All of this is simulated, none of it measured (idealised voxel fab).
The document below concerns the process module designated voxel transistor to metal.
For reference, the cross-section in this document is cut, with width 180 nm and square cells of 5 nm.
We lay out every cross-section as a grid of square cells and spell it out in bands from the top down, where one band means one or more rows of cells. Look at the band entry: it leads with the top's height and the bottom's height in nm. Then it lists the materials left to right, with a width in nm for each. The word "throughout" on a single material says that material fills the band edge to edge. The word "empty" is empty space. Heights are measured from 0, the level below which the as-received wafer is all one material; the lowest band has no bottom and continues downward, written as in "top 0, no bottom". A width such as "30..40" changes by the same amount from each row of cells to the next, from the band's top row to its bottom row. Take "everything unchanged" at face value: in the step it is given for, the cross-section changed in none of its cells. Entry "Entrapped voids". Content: empty spaces with no open connection to the top, size 8 cells or greater. Each: width x height at distance. Distance: from left edge. Unit: nm. Whatever follows a step's settings on its line is a remark the simulator itself makes about that step. Steps that use a mask can have "overlay nm" on their line. It says how far the mask sat to the right of where it was meant to be. Negative means to the left. Note on reading: below, each pair holds a cross-section from before one process step and one from after it; the one from after shows only down to the lowest band that changed. Beneath the pair, the step in between is stated along with its settings. The pairs can stem from different runs of this module on the same starting wafer. Where a pair's entry headed "Pre-step geometry" says so, and only there, that pair continues from the pair above it.
-- Pre-step geometry
	top 70, bottom 65: empty: 40, then Ru: 25, then empty: 45, then Ru: 25, then empty: 45
	top 65, bottom 45: lowk: 45, then TiN: 5, then Ru: 5, then TiN: 5, then lowk: 55, then TiN: 5, then Ru: 5, then TiN: 5, then lowk: 50
	top 45, bottom 40: SiN: 45, then TiN: 15, then SiN: 55, then TiN: 15, then SiN: 50
	top 40, bottom 30: SiO2: 45, then TiN: 5, then Ru: 20..15, then TiN: 5..10, then SiO2: 25, then TiN: 5..10, then Ru: 20..15, then TiN: 5, then SiO2: 50
	top 30, bottom 15: SiO2: 45, then TiN: 5, then Ru: 15, then TiN: 5, then SiN: 5, then SiO2: 5, then SiCN: 15, then SiO2: 5, then SiN: 5, then TiN: 5, then Ru: 15, then TiN: 5, then SiO2: 50
	top 15, bottom 5: SiO2: 45, then TiN: 5, then Ru: 15, then TiN: 5, then SiN: 5, then SiO2: 5, then polySi: 15, then SiO2: 5, then SiN: 5, then TiN: 5, then Ru: 15, then TiN: 5, then SiO2: 50
	top 5, bottom 0: SiO2: 40, then SiN: 5, then TiN: 5, then Ru: 5, then TiN: 15, then SiN: 5, then SiO2: 5, then polySi: 15, then SiO2: 5, then SiN: 5, then TiN: 15, then Ru: 5, then TiN: 5, then SiN: 5, then SiO2: 45
	top 0, bottom -5: SiO2: 40, then SiN: 5, then TiN: 5, then Ru: 5, then TiN: 5, then SiGe: 10, then SiN: 5, then SiO2: 5, then polySi: 15, then SiO2: 5, then SiN: 5, then SiGe: 10, then TiN: 5, then Ru: 5, then TiN: 5, then SiN: 5, then SiO2: 45
	top -5, bottom -10: SiO2: 45, then TiN: 15, then SiGe: 10, then SiO2: 35, then SiGe: 10, then TiN: 15, then SiO2: 50
	top -10, bottom -20: SiO2: 45, then SiGe: 25, then Si: 35, then SiGe: 25, then SiO2: 50
	top -20, bottom -30: SiO2: 45, then Si: 85, then SiO2: 50
	top -30, no bottom: Si throughout
	Entrapped voids: none
-- Cross-Section Thereafter
	top 100, bottom 95: empty: 40, then lowk: 25, then empty: 45, then lowk: 25, then empty: 45
	top 95, bottom 70: lowk throughout
	top 70, bottom 65: lowk: 40, then Ru: 25, then lowk: 45, then Ru: 25, then lowk: 45
	Heights below 65 show no change.
	Entrapped voids: none
Going from the before section above to the after section, the step was DIRECTIONAL_DEP,material lowk,thk nm 30
Pre-step geometry: just use the after drawing of the pair above as your starting point.
-- Cross-Section Thereafter
	top 105, bottom 100: SiCN throughout
	top 100, bottom 95: SiCN: 40, then lowk: 25, then SiCN: 45, then lowk: 25, then SiCN: 45
	Heights below 95 show no change.
	Entrapped voids: none
Going from the before section above to the after section, the step was FILL_DEP,material SiCN,thk nm 5
Pre-step geometry: just use the after drawing of the pair above as your starting point.
-- Cross-Section Thereafter
	top 120, bottom 105: aC throughout
	Heights below 105 show no change.
	Entrapped voids: none
Going from the before section above to the after section, the step was DIRECTIONAL_DEP,material aC,thk nm 15
Pre-step geometry: just use the after drawing of the pair above as your starting point.
-- Cross-Section Thereafter
	top 155, bottom 120: resist: 45, then empty: 15, then resist: 55, then empty: 15, then resist: 50
	Heights below 120 show no change.
	Entrapped voids: none
Going from the before section above to the after section, the step was PATTERN,tone open,mask id METAL_2,material resist,width nm 15,pitch nm 70,thk nm 35,overlay nm 0
Pre-step geometry: just use the after drawing of the pair above as your starting point.
-- Cross-Section Thereafter
	top 140, bottom 120: resist: 45, then empty: 15, then resist: 55, then empty: 15, then resist: 50
	top 120, bottom 105: aC: 45, then empty: 15, then aC: 55, then empty: 15, then aC: 50
	Heights below 105 show no change.
	Entrapped voids: none
Going from the before section above to the after section, the step was DIRECTIONAL_ETCH,etch materials aC,depth nm 15
Pre-step geometry: just use the after drawing of the pair above as your starting point.
-- Cross-Section Thereafter
	top 120, bottom 105: aC: 45, then empty: 15, then aC: 55, then empty: 15, then aC: 50
	Heights below 105 show no change.
	Entrapped voids: none
Going from the before section above to the after section, the step was STRIP,etch materials resist
Pre-step geometry: just use the after drawing of the pair above as your starting point.
-- Cross-Section Thereafter
	top 105, bottom 100: SiCN throughout
	Heights below 100 show no change.
	Entrapped voids: none
Going from the before section above to the after section, the step was STRIP,etch materials aC
Pre-step geometry: just use the after drawing of the pair above as your starting point.
-- Cross-Section Thereafter
	top 115, bottom 105: aC throughout
	Heights below 105 show no change.
	Entrapped voids: none
Going from the before section above to the after section, the step was DIRECTIONAL_DEP,material aC,thk nm 10
Pre-step geometry: just use the after drawing of the pair above as your starting point.
-- Cross-Section Thereafter
	top 145, bottom 115: resist: 45, then empty: 15, then resist: 55, then empty: 15, then resist: 50
	Heights below 115 show no change.
	Entrapped voids: none
Going from the before section above to the after section, the step was PATTERN,tone open,mask id METAL_2_HOLES,material resist,width nm 15,pitch nm 70,thk nm 30,overlay nm 0
Pre-step geometry: just use the after drawing of the pair above as your starting point.
-- Cross-Section Thereafter
	top 135, bottom 115: resist: 45, then empty: 15, then resist: 55, then empty: 15, then resist: 50
	top 115, bottom 105: aC: 45, then empty: 15, then aC: 55, then empty: 15, then aC: 50
	Heights below 105 show no change.
	Entrapped voids: none
Going from the before section above to the after section, the step was DIRECTIONAL_ETCH,etch materials aC,depth nm 10
Pre-step geometry: just use the after drawing of the pair above as your starting point.
-- Cross-Section Thereafter
	top 115, bottom 105: aC: 45, then empty: 15, then aC: 55, then empty: 15, then aC: 50
	Heights below 105 show no change.
	Entrapped voids: none
Going from the before section above to the after section, the step was STRIP,etch materials resist
Pre-step geometry: just use the after drawing of the pair above as your starting point.
-- Cross-Section Thereafter
	top 115, bottom 105: aC: 45, then empty: 15, then aC: 55, then empty: 15, then aC: 50
	top 105, bottom 100: SiCN: 45, then empty: 15, then SiCN: 55, then empty: 15, then SiCN: 50
	Heights below 100 show no change.
	Entrapped voids: none
Going from the before section above to the after section, the step was DIRECTIONAL_ETCH,etch materials SiCN,depth nm 5
Pre-step geometry: just use the after drawing of the pair above as your starting point.
-- Cross-Section Thereafter
	top 105, bottom 100: SiCN: 45, then empty: 15, then SiCN: 55, then empty: 15, then SiCN: 50
	Heights below 100 show no change.
	Entrapped voids: none
Going from the before section above to the after section, the step was STRIP,etch materials aC
Pre-step geometry: just use the after drawing of the pair above as your starting point.
-- Cross-Section Thereafter
	top 110, bottom 105: TiN: 50, then empty: 5, then TiN: 65, then empty: 5, then TiN: 55
	top 105, bottom 100: SiCN: 45, then TiN: 15, then SiCN: 55, then TiN: 15, then SiCN: 50
	Heights below 100 show no change.
	Entrapped voids: none
Going from the before section above to the after section, the step was CONFORMAL_DEP,material TiN,thk nm 5
Pre-step geometry: just use the after drawing of the pair above as your starting point.
-- Cross-Section Thereafter
	top 115, bottom 110: Cu throughout
	top 110, bottom 105: TiN: 50, then Cu: 5, then TiN: 65, then Cu: 5, then TiN: 55
	Heights below 105 show no change.
	Entrapped voids: none
Going from the before section above to the after section, the step was FILL_DEP,material Cu,thk nm 5
Pre-step geometry: just use the after drawing of the pair above as your starting point.
-- Cross-Section Thereafter
	top 105, bottom 100: SiCN: 45, then TiN: 15, then SiCN: 55, then TiN: 15, then SiCN: 50
	Heights below 100 show no change.
	Entrapped voids: none
Going from the before section above to the after section, the step was CMP,height nm 105
Pre-step geometry: just use the after drawing of the pair above as your starting point.
-- Cross-Section Thereafter
	top 110, bottom 105: SiCN throughout
	Heights below 105 show no change.
	Entrapped voids: none
Going from the before section above to the after section, the step was CONFORMAL_DEP,material SiCN,thk nm 5
-- Pre-step geometry
	top 45, bottom 40: SiN throughout
	top 40, bottom 30: SiO2: 45, then TiN: 5, then Ru: 20..15, then TiN: 5..10, then SiO2: 25, then TiN: 5..10, then Ru: 20..15, then TiN: 5, then SiO2: 50
	top 30, bottom 15: SiO2: 45, then TiN: 5, then Ru: 15, then TiN: 5, then SiN: 5, then SiO2: 5, then SiCN: 15, then SiO2: 5, then SiN: 5, then TiN: 5, then Ru: 15, then TiN: 5, then SiO2: 50
	top 15, bottom 5: SiO2: 45, then TiN: 5, then Ru: 15, then TiN: 5, then SiN: 5, then SiO2: 5, then polySi: 15, then SiO2: 5, then SiN: 5, then TiN: 5, then Ru: 15, then TiN: 5, then SiO2: 50
	top 5, bottom 0: SiO2: 40, then SiN: 5, then TiN: 5, then Ru: 5, then TiN: 15, then SiN: 5, then SiO2: 5, then polySi: 15, then SiO2: 5, then SiN: 5, then TiN: 15, then Ru: 5, then TiN: 5, then SiN: 5, then SiO2: 45
	top 0, bottom -5: SiO2: 40, then SiN: 5, then TiN: 5, then Ru: 5, then TiN: 5, then SiGe: 10, then SiN: 5, then SiO2: 5, then polySi: 15, then SiO2: 5, then SiN: 5, then SiGe: 10, then TiN: 5, then Ru: 5, then TiN: 5, then SiN: 5, then SiO2: 45
	top -5, bottom -10: SiO2: 45, then TiN: 15, then SiGe: 10, then SiO2: 35, then SiGe: 10, then TiN: 15, then SiO2: 50
	top -10, bottom -20: SiO2: 45, then SiGe: 25, then Si: 35, then SiGe: 25, then SiO2: 50
	top -20, bottom -30: SiO2: 45, then Si: 85, then SiO2: 50
	top -30, no bottom: Si throughout
	Entrapped voids: none
-- Cross-Section Thereafter
	top 55, bottom 45: lowk throughout
	Heights below 45 show no change.
	Entrapped voids: none
Going from the before section above to the after section, the step was DIRECTIONAL_DEP,material lowk,thk nm 10
Pre-step geometry: just use the after drawing of the pair above as your starting point.
-- Cross-Section Thereafter
	top 75, bottom 55: resist: 45, then empty: 15, then resist: 55, then empty: 15, then resist: 50
	Heights below 55 show no change.
	Entrapped voids: none
Going from the before section above to the after section, the step was PATTERN,tone open,mask id METAL_1,material resist,width nm 15,pitch nm 70,thk nm 20,overlay nm 0
Pre-step geometry: just use the after drawing of the pair above as your starting point.
-- Cross-Section Thereafter
	top 75, bottom 55: resist: 45, then empty: 15, then resist: 55, then empty: 15, then resist: 50
	top 55, bottom 45: lowk: 45, then empty: 15, then lowk: 55, then empty: 15, then lowk: 50
	Heights below 45 show no change.
	Entrapped voids: none
Going from the before section above to the after section, the step was DIRECTIONAL_ETCH,etch materials lowk,depth nm 20
Pre-step geometry: just use the after drawing of the pair above as your starting point.
-- Cross-Section Thereafter
	top 75, bottom 55: resist: 45, then empty: 15, then resist: 55, then empty: 15, then resist: 50
	top 55, bottom 45: lowk: 45, then empty: 15, then lowk: 55, then empty: 15, then lowk: 50
	top 45, bottom 40: SiN: 45, then empty: 15, then SiN: 55, then empty: 15, then SiN: 50
	Heights below 40 show no change.
	Entrapped voids: none
Going from the before section above to the after section, the step was DIRECTIONAL_ETCH,etch materials SiN,depth nm 5
Pre-step geometry: just use the after drawing of the pair above as your starting point.
-- Cross-Section Thereafter
	top 55, bottom 45: lowk: 45, then empty: 15, then lowk: 55, then empty: 15, then lowk: 50
	Heights below 45 show no change.
	Entrapped voids: none
Going from the before section above to the after section, the step was STRIP,etch materials resist
Pre-step geometry: just use the after drawing of the pair above as your starting point.
-- Cross-Section Thereafter
	top 60, bottom 55: TiN: 50, then empty: 5, then TiN: 65, then empty: 5, then TiN: 55
	top 55, bottom 45: lowk: 45, then TiN: 5, then empty: 5, then TiN: 5, then lowk: 55, then TiN: 5, then empty: 5, then TiN: 5, then lowk: 50
	top 45, bottom 40: SiN: 45, then TiN: 15, then SiN: 55, then TiN: 15, then SiN: 50
	Heights below 40 show no change.
	Entrapped voids: none
Going from the before section above to the after section, the step was CONFORMAL_DEP,material TiN,thk nm 5
Pre-step geometry: just use the after drawing of the pair above as your starting point.
-- Cross-Section Thereafter
	top 65, bottom 60: Ru throughout
	top 60, bottom 55: TiN: 50, then Ru: 5, then TiN: 65, then Ru: 5, then TiN: 55
	top 55, bottom 45: lowk: 45, then TiN: 5, then Ru: 5, then TiN: 5, then lowk: 55, then TiN: 5, then Ru: 5, then TiN: 5, then lowk: 50
	Heights below 45 show no change.
	Entrapped voids: none
Going from the before section above to the after section, the step was FILL_DEP,material Ru,thk nm 5
Pre-step geometry: just use the after drawing of the pair above as your starting point.
-- Cross-Section Thereafter
	top 70, bottom 60: Ru throughout
	Heights below 60 show no change.
	Entrapped voids: none
Going from the before section above to the after section, the step was EPI,material Ru,thk nm 5
Pre-step geometry: just use the after drawing of the pair above as your starting point.
-- Cross-Section Thereafter
	top 75, bottom 70: SiCN throughout
	Heights below 70 show no change.
	Entrapped voids: none
Going from the before section above to the after section, the step was FILL_DEP,material SiCN,thk nm 5
Pre-step geometry: just use the after drawing of the pair above as your starting point.
-- Cross-Section Thereafter
	top 105, bottom 75: lowk throughout
	Heights below 75 show no change.
	Entrapped voids: none
Going from the before section above to the after section, the step was DIRECTIONAL_DEP,material lowk,thk nm 30
Pre-step geometry: just use the after drawing of the pair above as your starting point.
-- Cross-Section Thereafter
	top 120, bottom 105: aC throughout
	Heights below 105 show no change.
	Entrapped voids: none
Going from the before section above to the after section, the step was DIRECTIONAL_DEP,material aC,thk nm 15
Pre-step geometry: just use the after drawing of the pair above as your starting point.
-- Cross-Section Thereafter
	top 155, bottom 120: resist: 45, then empty: 15, then resist: 55, then empty: 15, then resist: 50
	Heights below 120 show no change.
	Entrapped voids: none
Going from the before section above to the after section, the step was PATTERN,tone open,mask id METAL_2,material resist,width nm 15,pitch nm 70,thk nm 35,overlay nm 0
Pre-step geometry: just use the after drawing of the pair above as your starting point.
-- Cross-Section Thereafter
	top 140, bottom 120: resist: 45, then empty: 15, then resist: 55, then empty: 15, then resist: 50
	top 120, bottom 105: aC: 45, then empty: 15, then aC: 55, then empty: 15, then aC: 50
	Heights below 105 show no change.
	Entrapped voids: none
Going from the before section above to the after section, the step was DIRECTIONAL_ETCH,etch materials aC,depth nm 15
Pre-step geometry: just use the after drawing of the pair above as your starting point.
-- Cross-Section Thereafter
	top 120, bottom 105: aC: 45, then empty: 15, then aC: 55, then empty: 15, then aC: 50
	Heights below 105 show no change.
	Entrapped voids: none
Going from the before section above to the after section, the step was STRIP,etch materials resist
Pre-step geometry: just use the after drawing of the pair above as your starting point.
-- Cross-Section Thereafter
	top 120, bottom 105: aC: 45, then empty: 15, then aC: 55, then empty: 15, then aC: 50
	top 105, bottom 90: lowk: 45, then empty: 15, then lowk: 55, then empty: 15, then lowk: 50
	Heights below 90 show no change.
	Entrapped voids: none
Going from the before section above to the after section, the step was DIRECTIONAL_ETCH,etch materials lowk,depth nm 15
Pre-step geometry: just use the after drawing of the pair above as your starting point.
-- Cross-Section Thereafter
	top 105, bottom 90: lowk: 45, then empty: 15, then lowk: 55, then empty: 15, then lowk: 50
	Heights below 90 show no change.
	Entrapped voids: none
Going from the before section above to the after section, the step was STRIP,etch materials aC
Pre-step geometry: just use the after drawing of the pair above as your starting point.
-- Cross-Section Thereafter
	top 115, bottom 105: aC: 45, then empty: 15, then aC: 55, then empty: 15, then aC: 50
	top 105, bottom 100: lowk: 45, then empty: 15, then lowk: 55, then empty: 15, then lowk: 50
	top 100, bottom 90: lowk: 45, then aC: 15, then lowk: 55, then aC: 15, then lowk: 50
	Heights below 90 show no change.
	Entrapped voids: none
Going from the before section above to the after section, the step was DIRECTIONAL_DEP,material aC,thk nm 10
Pre-step geometry: just use the after drawing of the pair above as your starting point.
-- Cross-Section Thereafter
	top 145, bottom 115: resist: 45, then empty: 15, then resist: 55, then empty: 15, then resist: 50
	Heights below 115 show no change.
	Entrapped voids: none
Going from the before section above to the after section, the step was PATTERN,tone open,mask id METAL_2_HOLES,material resist,width nm 15,pitch nm 70,thk nm 30,overlay nm 0
Pre-step geometry: just use the after drawing of the pair above as your starting point.
-- Cross-Section Thereafter
	top 135, bottom 115: resist: 45, then empty: 15, then resist: 55, then empty: 15, then resist: 50
	top 115, bottom 105: aC: 45, then empty: 15, then aC: 55, then empty: 15, then aC: 50
	top 105, bottom 90: lowk: 45, then empty: 15, then lowk: 55, then empty: 15, then lowk: 50
	Heights below 90 show no change.
	Entrapped voids: none
Going from the before section above to the after section, the step was DIRECTIONAL_ETCH,etch materials aC,depth nm 10
Pre-step geometry: just use the after drawing of the pair above as your starting point.
-- Cross-Section Thereafter
	top 115, bottom 105: aC: 45, then empty: 15, then aC: 55, then empty: 15, then aC: 50
	Heights below 105 show no change.
	Entrapped voids: none
Going from the before section above to the after section, the step was STRIP,etch materials resist
Pre-step geometry: just use the after drawing of the pair above as your starting point.
-- Cross-Section Thereafter
	top 115, bottom 105: aC: 45, then empty: 15, then aC: 55, then empty: 15, then aC: 50
	top 105, bottom 75: lowk: 45, then empty: 15, then lowk: 55, then empty: 15, then lowk: 50
	Heights below 75 show no change.
	Entrapped voids: none
Going from the before section above to the after section, the step was DIRECTIONAL_ETCH,etch materials lowk,depth nm 15
Pre-step geometry: just use the after drawing of the pair above as your starting point.
-- Cross-Section Thereafter
	top 115, bottom 105: aC: 45, then empty: 15, then aC: 55, then empty: 15, then aC: 50
	top 105, bottom 75: lowk: 45, then empty: 15, then lowk: 55, then empty: 15, then lowk: 50
	top 75, bottom 70: SiCN: 45, then empty: 15, then SiCN: 55, then empty: 15, then SiCN: 50
	Heights below 70 show no change.
	Entrapped voids: none
Going from the before section above to the after section, the step was DIRECTIONAL_ETCH,etch materials SiCN,depth nm 5
Pre-step geometry: just use the after drawing of the pair above as your starting point.
-- Cross-Section Thereafter
	top 105, bottom 75: lowk: 45, then empty: 15, then lowk: 55, then empty: 15, then lowk: 50
	Heights below 75 show no change.
	Entrapped voids: none
Going from the before section above to the after section, the step was STRIP,etch materials aC
Pre-step geometry: just use the after drawing of the pair above as your starting point.
-- Cross-Section Thereafter
	top 110, bottom 105: TiN: 50, then empty: 5, then TiN: 65, then empty: 5, then TiN: 55
	top 105, bottom 75: lowk: 45, then TiN: 5, then empty: 5, then TiN: 5, then lowk: 55, then TiN: 5, then empty: 5, then TiN: 5, then lowk: 50
	top 75, bottom 70: SiCN: 45, then TiN: 15, then SiCN: 55, then TiN: 15, then SiCN: 50
	Heights below 70 show no change.
	Entrapped voids: none
Going from the before section above to the after section, the step was CONFORMAL_DEP,material TiN,thk nm 5
Pre-step geometry: just use the after drawing of the pair above as your starting point.
-- Cross-Section Thereafter
	top 115, bottom 110: Cu throughout
	top 110, bottom 105: TiN: 50, then Cu: 5, then TiN: 65, then Cu: 5, then TiN: 55
	top 105, bottom 75: lowk: 45, then TiN: 5, then Cu: 5, then TiN: 5, then lowk: 55, then TiN: 5, then Cu: 5, then TiN: 5, then lowk: 50
	Heights below 75 show no change.
	Entrapped voids: none
Going from the before section above to the after section, the step was FILL_DEP,material Cu,thk nm 5
Pre-step geometry: just use the after drawing of the pair above as your starting point.
-- Cross-Section Thereafter
	top 105, bottom 75: lowk: 45, then TiN: 5, then Cu: 5, then TiN: 5, then lowk: 55, then TiN: 5, then Cu: 5, then TiN: 5, then lowk: 50
	Heights below 75 show no change.
	Entrapped voids: none
Going from the before section above to the after section, the step was CMP,height nm 105
Pre-step geometry: just use the after drawing of the pair above as your starting point.
-- Cross-Section Thereafter
	top 110, bottom 105: SiCN throughout
	Heights below 105 show no change.
	Entrapped voids: none
Going from the before section above to the after section, the step was CONFORMAL_DEP,material SiCN,thk nm 5
-- Pre-step geometry
	top 65, bottom 45: lowk throughout
	top 45, bottom 40: SiN throughout
	top 40, bottom 30: SiO2: 45, then TiN: 5, then Ru: 20..15, then TiN: 5..10, then SiO2: 25, then TiN: 5..10, then Ru: 20..15, then TiN: 5, then SiO2: 50
	top 30, bottom 15: SiO2: 45, then TiN: 5, then Ru: 15, then TiN: 5, then SiN: 5, then SiO2: 5, then SiCN: 15, then SiO2: 5, then SiN: 5, then TiN: 5, then Ru: 15, then TiN: 5, then SiO2: 50
	top 15, bottom 5: SiO2: 45, then TiN: 5, then Ru: 15, then TiN: 5, then SiN: 5, then SiO2: 5, then polySi: 15, then SiO2: 5, then SiN: 5, then TiN: 5, then Ru: 15, then TiN: 5, then SiO2: 50
	top 5, bottom 0: SiO2: 40, then SiN: 5, then TiN: 5, then Ru: 5, then TiN: 15, then SiN: 5, then SiO2: 5, then polySi: 15, then SiO2: 5, then SiN: 5, then TiN: 15, then Ru: 5, then TiN: 5, then SiN: 5, then SiO2: 45
	top 0, bottom -5: SiO2: 40, then SiN: 5, then TiN: 5, then Ru: 5, then TiN: 5, then SiGe: 10, then SiN: 5, then SiO2: 5, then polySi: 15, then SiO2: 5, then SiN: 5, then SiGe: 10, then TiN: 5, then Ru: 5, then TiN: 5, then SiN: 5, then SiO2: 45
	top -5, bottom -10: SiO2: 45, then TiN: 15, then SiGe: 10, then SiO2: 35, then SiGe: 10, then TiN: 15, then SiO2: 50
	top -10, bottom -20: SiO2: 45, then SiGe: 25, then Si: 35, then SiGe: 25, then SiO2: 50
	top -20, bottom -30: SiO2: 45, then Si: 85, then SiO2: 50
	top -30, no bottom: Si throughout
	Entrapped voids: none
-- Cross-Section Thereafter
	top 85, bottom 65: resist: 45, then empty: 20, then resist: 50, then empty: 20, then resist: 45
	Heights below 65 show no change.
	Entrapped voids: none
Going from the before section above to the after section, the step was PATTERN,tone open,mask id METAL_1,material resist,width nm 20,pitch nm 70,thk nm 20,overlay nm 0
Pre-step geometry: just use the after drawing of the pair above as your starting point.
-- Cross-Section Thereafter
	top 85, bottom 65: resist: 45, then empty: 20, then resist: 50, then empty: 20, then resist: 45
	top 65, bottom 45: lowk: 45, then empty: 20, then lowk: 50, then empty: 20, then lowk: 45
	Heights below 45 show no change.
	Entrapped voids: none
Going from the before section above to the after section, the step was DIRECTIONAL_ETCH,etch materials lowk,depth nm 20
Pre-step geometry: just use the after drawing of the pair above as your starting point.
-- Cross-Section Thereafter
	top 85, bottom 65: resist: 45, then empty: 20, then resist: 50, then empty: 20, then resist: 45
	top 65, bottom 45: lowk: 45, then empty: 20, then lowk: 50, then empty: 20, then lowk: 45
	top 45, bottom 40: SiN: 45, then empty: 20, then SiN: 50, then empty: 20, then SiN: 45
	Heights below 40 show no change.
	Entrapped voids: none
Going from the before section above to the after section, the step was DIRECTIONAL_ETCH,etch materials SiN,depth nm 5
Pre-step geometry: just use the after drawing of the pair above as your starting point.
-- Cross-Section Thereafter
	top 65, bottom 45: lowk: 45, then empty: 20, then lowk: 50, then empty: 20, then lowk: 45
	Heights below 45 show no change.
	Entrapped voids: none
Going from the before section above to the after section, the step was STRIP,etch materials resist
Pre-step geometry: just use the after drawing of the pair above as your starting point.
-- Cross-Section Thereafter
	top 70, bottom 65: TiN: 50, then empty: 10, then TiN: 60, then empty: 10, then TiN: 50
	top 65, bottom 45: lowk: 45, then TiN: 5, then empty: 10, then TiN: 5, then lowk: 50, then TiN: 5, then empty: 10, then TiN: 5, then lowk: 45
	top 45, bottom 40: SiN: 45, then TiN: 20, then SiN: 50, then TiN: 20, then SiN: 45
	Heights below 40 show no change.
	Entrapped voids: none
Going from the before section above to the after section, the step was CONFORMAL_DEP,material TiN,thk nm 5
Pre-step geometry: just use the after drawing of the pair above as your starting point.
-- Cross-Section Thereafter
	top 75, bottom 70: Ru throughout
	top 70, bottom 65: TiN: 50, then Ru: 10, then TiN: 60, then Ru: 10, then TiN: 50
	top 65, bottom 45: lowk: 45, then TiN: 5, then Ru: 10, then TiN: 5, then lowk: 50, then TiN: 5, then Ru: 10, then TiN: 5, then lowk: 45
	Heights below 45 show no change.
	Entrapped voids: none
Going from the before section above to the after section, the step was FILL_DEP,material Ru,thk nm 5
Pre-step geometry: just use the after drawing of the pair above as your starting point.
-- Cross-Section Thereafter
	top 65, bottom 45: lowk: 45, then TiN: 5, then Ru: 10, then TiN: 5, then lowk: 50, then TiN: 5, then Ru: 10, then TiN: 5, then lowk: 45
	Heights below 45 show no change.
	Entrapped voids: none
Going from the before section above to the after section, the step was CMP,height nm 65
Pre-step geometry: just use the after drawing of the pair above as your starting point.
-- Cross-Section Thereafter
	top 70, bottom 65: empty: 40, then Ru: 30, then empty: 40, then Ru: 30, then empty: 40
	Heights below 65 show no change.
	Entrapped voids: none
Going from the before section above to the after section, the step was EPI,material Ru,thk nm 5
Pre-step geometry: just use the after drawing of the pair above as your starting point.
-- Cross-Section Thereafter
	top 75, bottom 70: SiCN throughout
	top 70, bottom 65: SiCN: 40, then Ru: 30, then SiCN: 40, then Ru: 30, then SiCN: 40
	Heights below 65 show no change.
	Entrapped voids: none
Going from the before section above to the after section, the step was FILL_DEP,material SiCN,thk nm 5
Pre-step geometry: just use the after drawing of the pair above as your starting point.
-- Cross-Section Thereafter
	top 105, bottom 75: lowk throughout
	Heights below 75 show no change.
	Entrapped voids: none
Going from the before section above to the after section, the step was DIRECTIONAL_DEP,material lowk,thk nm 30
Pre-step geometry: just use the after drawing of the pair above as your starting point.
-- Cross-Section Thereafter
	top 120, bottom 105: aC throughout
	Heights below 105 show no change.
	Entrapped voids: none
Going from the before section above to the after section, the step was DIRECTIONAL_DEP,material aC,thk nm 15
Pre-step geometry: just use the after drawing of the pair above as your starting point.
-- Cross-Section Thereafter
	top 155, bottom 120: resist: 45, then empty: 15, then resist: 55, then empty: 15, then resist: 50
	Heights below 120 show no change.
	Entrapped voids: none
Going from the before section above to the after section, the step was PATTERN,tone open,mask id METAL_2,material resist,width nm 15,pitch nm 70,thk nm 35,overlay nm 0
Pre-step geometry: just use the after drawing of the pair above as your starting point.
-- Cross-Section Thereafter
	top 140, bottom 120: resist: 45, then empty: 15, then resist: 55, then empty: 15, then resist: 50
	top 120, bottom 105: aC: 45, then empty: 15, then aC: 55, then empty: 15, then aC: 50
	Heights below 105 show no change.
	Entrapped voids: none
Going from the before section above to the after section, the step was DIRECTIONAL_ETCH,etch materials aC,depth nm 15
Pre-step geometry: just use the after drawing of the pair above as your starting point.
-- Cross-Section Thereafter
	top 120, bottom 105: aC: 45, then empty: 15, then aC: 55, then empty: 15, then aC: 50
	Heights below 105 show no change.
	Entrapped voids: none
Going from the before section above to the after section, the step was STRIP,etch materials resist
Pre-step geometry: just use the after drawing of the pair above as your starting point.
-- Cross-Section Thereafter
	top 120, bottom 105: aC: 45, then empty: 15, then aC: 55, then empty: 15, then aC: 50
	top 105, bottom 90: lowk: 45, then empty: 15, then lowk: 55, then empty: 15, then lowk: 50
	Heights below 90 show no change.
	Entrapped voids: none
Going from the before section above to the after section, the step was DIRECTIONAL_ETCH,etch materials lowk,depth nm 15
Pre-step geometry: just use the after drawing of the pair above as your starting point.
-- Cross-Section Thereafter
	top 105, bottom 90: lowk: 45, then empty: 15, then lowk: 55, then empty: 15, then lowk: 50
	Heights below 90 show no change.
	Entrapped voids: none
Going from the before section above to the after section, the step was STRIP,etch materials aC
Pre-step geometry: just use the after drawing of the pair above as your starting point.
-- Cross-Section Thereafter
	top 115, bottom 105: aC: 45, then empty: 15, then aC: 55, then empty: 15, then aC: 50
	top 105, bottom 100: lowk: 45, then empty: 15, then lowk: 55, then empty: 15, then lowk: 50
	top 100, bottom 90: lowk: 45, then aC: 15, then lowk: 55, then aC: 15, then lowk: 50
	Heights below 90 show no change.
	Entrapped voids: none
Going from the before section above to the after section, the step was DIRECTIONAL_DEP,material aC,thk nm 10
Pre-step geometry: just use the after drawing of the pair above as your starting point.
-- Cross-Section Thereafter
	top 145, bottom 115: resist: 45, then empty: 15, then resist: 55, then empty: 15, then resist: 50
	Heights below 115 show no change.
	Entrapped voids: none
Going from the before section above to the after section, the step was PATTERN,tone open,mask id METAL_2_HOLES,material resist,width nm 15,pitch nm 70,thk nm 30,overlay nm 0
Pre-step geometry: just use the after drawing of the pair above as your starting point.
-- Cross-Section Thereafter
	top 135, bottom 115: resist: 45, then empty: 15, then resist: 55, then empty: 15, then resist: 50
	top 115, bottom 105: aC: 45, then empty: 15, then aC: 55, then empty: 15, then aC: 50
	top 105, bottom 90: lowk: 45, then empty: 15, then lowk: 55, then empty: 15, then lowk: 50
	Heights below 90 show no change.
	Entrapped voids: none
Going from the before section above to the after section, the step was DIRECTIONAL_ETCH,etch materials aC,depth nm 10
Pre-step geometry: just use the after drawing of the pair above as your starting point.
-- Cross-Section Thereafter
	top 115, bottom 105: aC: 45, then empty: 15, then aC: 55, then empty: 15, then aC: 50
	Heights below 105 show no change.
	Entrapped voids: none
Going from the before section above to the after section, the step was STRIP,etch materials resist
Pre-step geometry: just use the after drawing of the pair above as your starting point.
-- Cross-Section Thereafter
	top 115, bottom 105: aC: 45, then empty: 15, then aC: 55, then empty: 15, then aC: 50
	top 105, bottom 75: lowk: 45, then empty: 15, then lowk: 55, then empty: 15, then lowk: 50
	Heights below 75 show no change.
	Entrapped voids: none
Going from the before section above to the after section, the step was DIRECTIONAL_ETCH,etch materials lowk,depth nm 15
Pre-step geometry: just use the after drawing of the pair above as your starting point.
-- Cross-Section Thereafter
	top 115, bottom 105: aC: 45, then empty: 15, then aC: 55, then empty: 15, then aC: 50
	top 105, bottom 75: lowk: 45, then empty: 15, then lowk: 55, then empty: 15, then lowk: 50
	top 75, bottom 70: SiCN: 45, then empty: 15, then SiCN: 55, then empty: 15, then SiCN: 50
	Heights below 70 show no change.
	Entrapped voids: none
Going from the before section above to the after section, the step was DIRECTIONAL_ETCH,etch materials SiCN,depth nm 5
